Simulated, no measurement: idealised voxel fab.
Process module heading - voxel capacitor over wiring
The figure presents cross-section cut, which has a width of 200 nm and is divided into square cells with an edge length of 5 nm.
Cross-section layout: square cells on a grid; listed as bands, top to bottom; a band spans one or more cell rows.
In this notation a band is specified by the heights of its top and bottom, in that order and in nm, after which its materials appear from left to right, each paired with its width in nm. The word "full width" attached to a single material means that material fills the band from edge to edge; the word "empty" stands for empty space.
Heads up on the height convention: 0 is the point under which the incoming wafer is all one material, and the lowest band has no bottom, it just keeps going down, like "z 0 and below".
Graded width ("30..40"): value in top row of band = first number; value in bottom row = second number; row-to-row change constant.
Reading "no modifications" for a step: not a cell of the cross-section changed in it.
The entry "Closed internal voids" lists the empty spaces that cover at least 8 cells and have no open path to the top. Each is written as width x height at distance, where the distance is measured from the left edge and all three values are in nm.
Formally, on a step line, whatever follows the settings is a remark that the simulator itself makes on the step.
On any step carrying a mask, the "overlay nm" setting, if present on the step's line, tells how far right of its planned place the mask lay; negative values point to the left.
Process steps (planned):
step 1: RECEIVE [material Si]
step 2: CONFORMAL_DEP [material SiO2] [thk nm 15]
step 3: DIRECTIONAL_DEP [material TiN] [thk nm 5]
step 4: DIRECTIONAL_DEP [material Ru] [thk nm 15]
step 5: MASKED_ETCH [tone cover] [mask id METAL_1] [width nm 25] [pitch nm 85] [etch materials Ru] [depth nm 15] [overlay nm 0]
step 6: MASKED_ETCH [tone cover] [mask id METAL_1] [width nm 25] [pitch nm 85] [etch materials TiN] [depth nm 5] [overlay nm 0]
step 7: FILL_DEP [material lowk] [thk nm 10]
step 8: CMP [height nm 35]
step 9: CONFORMAL_DEP [material SiCN] [thk nm 5]
step 10: DIRECTIONAL_DEP [material lowk] [thk nm 20]
step 11: MASKED_ETCH [tone open] [mask id PLUG_1] [width nm 15] [etch materials lowk] [depth nm 20] [overlay nm 0]
step 12: MASKED_ETCH [tone open] [mask id PLUG_1] [width nm 15] [etch materials SiCN] [depth nm 5] [overlay nm 0]
step 13: EPI [material Ru] [thk nm 10]
step 14: EPI [material Ru] [thk nm 10]
step 15: EPI [material Ru] [thk nm 5]
step 16: DIRECTIONAL_DEP [material TiN] [thk nm 10]
step 17: DIRECTIONAL_DEP [material Al2O3] [thk nm 5]
step 18: DIRECTIONAL_DEP [material TiN] [thk nm 5]
step 19: PATTERN [tone cover] [mask id UPPER_PLATE] [material resist] [width nm 65] [thk nm 15] [overlay nm -15]
step 20: DIRECTIONAL_ETCH [etch materials TiN] [depth nm 5]
step 21: DIRECTIONAL_ETCH [etch materials Al2O3] [depth nm 5]
step 22: STRIP [etch materials resist]
step 23: PATTERN [tone cover] [mask id LOWER_PLATE] [material resist] [width nm 75] [thk nm 20] [overlay nm 0]
step 24: DIRECTIONAL_ETCH [etch materials TiN] [depth nm 10]
step 25: STRIP [etch materials resist]
step 26: FILL_DEP [material SiO2] [thk nm 15]
step 27: CMP [height nm 90]
step 28: DIRECTIONAL_DEP [material aC] [thk nm 15]
step 29: PATTERN [tone open] [mask id PLUG_2] [material resist] [width nm 15] [thk nm 30] [overlay nm 0]
step 30: DIRECTIONAL_ETCH [etch materials aC] [depth nm 15]
step 31: STRIP [etch materials resist]
step 32: DIRECTIONAL_ETCH [etch materials SiO2] [depth nm 10]
step 33: STRIP [etch materials aC]
step 34: CONFORMAL_DEP [material TiN] [thk nm 5]
step 35: FILL_DEP [material W] [thk nm 10]
step 36: CMP [height nm 90]
step 37: CONFORMAL_DEP [material SiCN] [thk nm 5]
For clarity, it should be stated that the wafers under discussion commence in an identical condition and differ with respect to the overlay nm of step 19, the plan indicating the value that the first wafer had.
Cross-section: the first of several wafers in its as-received state, i.e. following step 1:
- z 0 and below: Si full width
- Closed internal voids: none
End of module: cross-section of the first of several wafers after step 37, the last step:
- z 95 to 90: SiCN full width
- z 90 to 85: SiO2: 65; TiN: 5; W: 5; TiN: 5; SiO2: 120
- z 85 to 75: SiO2: 65..50; TiN: 15..55; SiO2: 120..95
- z 75 to 70: SiO2: 40; Al2O3: 65; SiO2: 95
- z 70 to 60: SiO2: 40; TiN: 85; SiO2: 75
- z 60 to 40: lowk: 55; Ru: 15; lowk: 130
- z 40 to 35: SiCN: 55; Ru: 15; SiCN: 130
- z 35 to 20: lowk: 45; Ru: 25; lowk: 60; Ru: 25; lowk: 45
- z 20 to 15: lowk: 45; TiN: 25; lowk: 60; TiN: 25; lowk: 45
- z 15 to 0: SiO2 full width
- z 0 and below: Si full width
- Closed internal voids: none
Cross-section, last wafer, module completion:
- z 95 to 90: SiCN full width
- z 90 to 85: SiO2: 65; TiN: 5; W: 5; TiN: 5; SiO2: 120
- z 85 to 75: SiO2: 65..70; TiN: 15..55; SiO2: 120..75
- z 75 to 70: SiO2: 70; Al2O3: 65; SiO2: 65
- z 70 to 60: SiO2: 50; TiN: 85; SiO2: 65
- z 60 to 40: lowk: 55; Ru: 15; lowk: 130
- z 40 to 35: SiCN: 55; Ru: 15; SiCN: 130
- z 35 to 20: lowk: 45; Ru: 25; lowk: 60; Ru: 25; lowk: 45
- z 20 to 15: lowk: 45; TiN: 25; lowk: 60; TiN: 25; lowk: 45
- z 15 to 0: SiO2 full width
- z 0 and below: Si full width
- Closed internal voids: none
Wafer rows, end of module: cells per material gained (+) or lost (-) since receipt; closed voids last:
overlay nm -15, +13 Al2O3, +45 Ru, +77 SiCN, +296 SiO2, +60 TiN, +1 W, +268 lowk, Closed internal voids: none
overlay nm -10, +13 Al2O3, +45 Ru, +77 SiCN, +297 SiO2, +59 TiN, +1 W, +268 lowk, Closed internal voids: none
overlay nm -5, +13 Al2O3, +45 Ru, +77 SiCN, +298 SiO2, +58 TiN, +1 W, +268 lowk, Closed internal voids: none
overlay nm 0, +13 Al2O3, +45 Ru, +77 SiCN, +298 SiO2, +58 TiN, +1 W, +268 lowk, Closed internal voids: none
overlay nm 5, +13 Al2O3, +45 Ru, +77 SiCN, +298 SiO2, +58 TiN, +1 W, +268 lowk, Closed internal voids: none
overlay nm 10, +13 Al2O3, +45 Ru, +77 SiCN, +297 SiO2, +59 TiN, +1 W, +268 lowk, Closed internal voids: none
overlay nm 15, +13 Al2O3, +45 Ru, +77 SiCN, +296 SiO2, +60 TiN, +1 W, +268 lowk, Closed internal voids: none
